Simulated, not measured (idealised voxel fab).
process module | voxel ribs on slabs
cross-section cut | 180 nm wide | cells 5 nm
A cross-section is a grid of square cells, given in bands from the top down. A band is one or more rows of cells.
Each band's line starts with the height of the band's top and of its bottom, in nm. Then come its materials from left to right, each with its width in nm. One material with "throughout" fills the band from edge to edge. "air" is empty space.
Height 0 is the level under which the wafer as received is all one material. The lowest band goes on downwards, as in "0 down".
A width such as "30 to 40" changes by the same amount from each row of cells to the next, from the band's top row to its bottom row.
"no change" after a step means that no cell of the cross-section changed.
closed voids: empty space of 8 cells or more with no open way to the top, each as width x height at its distance from the left edge, in nm
after a step's settings: what the simulator itself notes on the step
overlay nm, on a step with a mask: how far to the right of its planned place the mask lay; to the left if negative
plan
1 op RECEIVE | material Si
2 op DIRECTIONAL_DEP | material SiO2 | thk nm 25
3 op DIRECTIONAL_DEP | material polySi | thk nm 15
4 op DIRECTIONAL_DEP | material aC | thk nm 10
5 op PATTERN | tone cover | mask id RIB | material resist | width nm 20 | thk nm 30 | overlay nm 0
6 op DIRECTIONAL_ETCH | etch materials aC | depth nm 10
7 op STRIP | etch materials resist
8 op DIRECTIONAL_ETCH | etch materials polySi | depth nm 10
9 op STRIP | etch materials aC
10 op PATTERN | tone cover | mask id SLAB | material resist | width nm 70 | thk nm 15 | overlay nm 0
11 op DIRECTIONAL_ETCH | etch materials polySi | depth nm 5
12 op STRIP | etch materials resist
13 op FILL_DEP | material SiO2 | thk nm 25
14 op CMP | height nm 55
15 op DIRECTIONAL_DEP | material TiN | thk nm 10
16 op PATTERN | tone cover | mask id HEATER | material resist | width nm 30 | thk nm 15 | overlay nm 0
17 op DIRECTIONAL_ETCH | etch materials TiN | depth nm 10
18 op STRIP | etch materials resist
19 op CONFORMAL_DEP | material SiN | thk nm 5
as received, after step 1
  0 down: Si throughout
  closed voids: none
a wafer at the end: this start, this plan, one mistake
  70 to 65: air 70 | SiN 40 | air 70
  65 to 60: air 70 | SiN 5 | TiN 30 | SiN 5 | air 70
  60 to 55: SiN 75 | TiN 30 | SiN 75
  55 to 40: SiO2 throughout
  40 to 30: SiO2 80 to 55 | polySi 20 to 70 | SiO2 80 to 55
  30 to 25: polySi throughout
  25 to 0: SiO2 throughout
  0 down: Si throughout
  closed voids: none
what went wrong: step 8 ran as: op DIRECTIONAL_ETCH | etch materials polySi | depth nm 5
